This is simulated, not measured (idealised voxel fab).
The following is a process module called voxel tone inversion.
The width of the displayed cross-section, cut, is 140 nm; its cells are square, with a size of 5 nm.
We lay out every cross-section as a grid of square cells and spell it out in bands from the top down, where one band means one or more rows of cells. Each band's line starts with the height of the band's top and of its bottom, in nm. Then come its materials from left to right, each with its width in nm. One material with "everywhere" fills the band from edge to edge. "blank" is empty space. Height 0 is the level under which the wafer as received is all one material. The lowest band goes on downwards, as in "0..down". The notation "30..40" denotes a width that varies across the rows of cells in the band, beginning at the first number in the top row, finishing at the second number in the bottom row, and changing by an identical amount from each row to the next. Reading "nothing got changed" for a step: not a cell of the cross-section changed in it. "Sealed void list": sealed empty spaces, 8 cells or more, no open way to top, listed width x height at distance, with distance from the left edge and width, height and distance in nm. Past the settings on a step's line: simulator remark, on that step. The optional step-line setting "overlay nm" applies to steps with a mask and quantifies how far to the right of its planned location the mask lay, a negative value indicating leftward placement.

Process steps (planned):
1: RECEIVE (material Si)
2: CONFORMAL_DEP (material SiCN; thk nm 5)
3: DIRECTIONAL_DEP (material aC; thk nm 20)
4: PATTERN (tone cover; mask id POSTS; material resist; width nm 15; pitch nm 45; thk nm 30; overlay nm 0)
5: DIRECTIONAL_ETCH (etch materials aC; depth nm 20)
6: STRIP (etch materials resist)
7: FILL_DEP (material lowk; thk nm 5)
8: CMP (height nm 30)
9: STRIP (etch materials aC)
Split variable: thk nm, step 2. Plan value = first wafer. Wafers start alike.

Cross-section of the first of several wafers on receipt, reflecting completion of step 1:
  0..down | Si everywhere
  Sealed void list: none

First of several wafers: cross-section at the end of the module, after step 9, its last step:
  30..25 | lowk everywhere
  25..5 | lowk (40), aC (15), lowk (30), aC (15), lowk (40)
  5..0 | SiCN everywhere
  0..down | Si everywhere
  Sealed void list: none

Cross-section of the last wafer at end of module:
  30..25 | lowk (40), blank (15), lowk (30), blank (15), lowk (40)
  25..0 | SiCN everywhere
  0..down | Si everywhere
  Sealed void list: none

wafer rows; end of module; cells per material since receipt: (+) gained, (-) lost; then closed voids:
thk nm 5, +28 SiCN, +24 aC, +116 lowk, Sealed void list: none
thk nm 10, +56 SiCN, +88 lowk, Sealed void list: none
thk nm 15, +84 SiCN, +66 lowk, Sealed void list: none
thk nm 20, +112 SiCN, +44 lowk, Sealed void list: none
thk nm 25, +140 SiCN, +22 lowk, Sealed void list: none
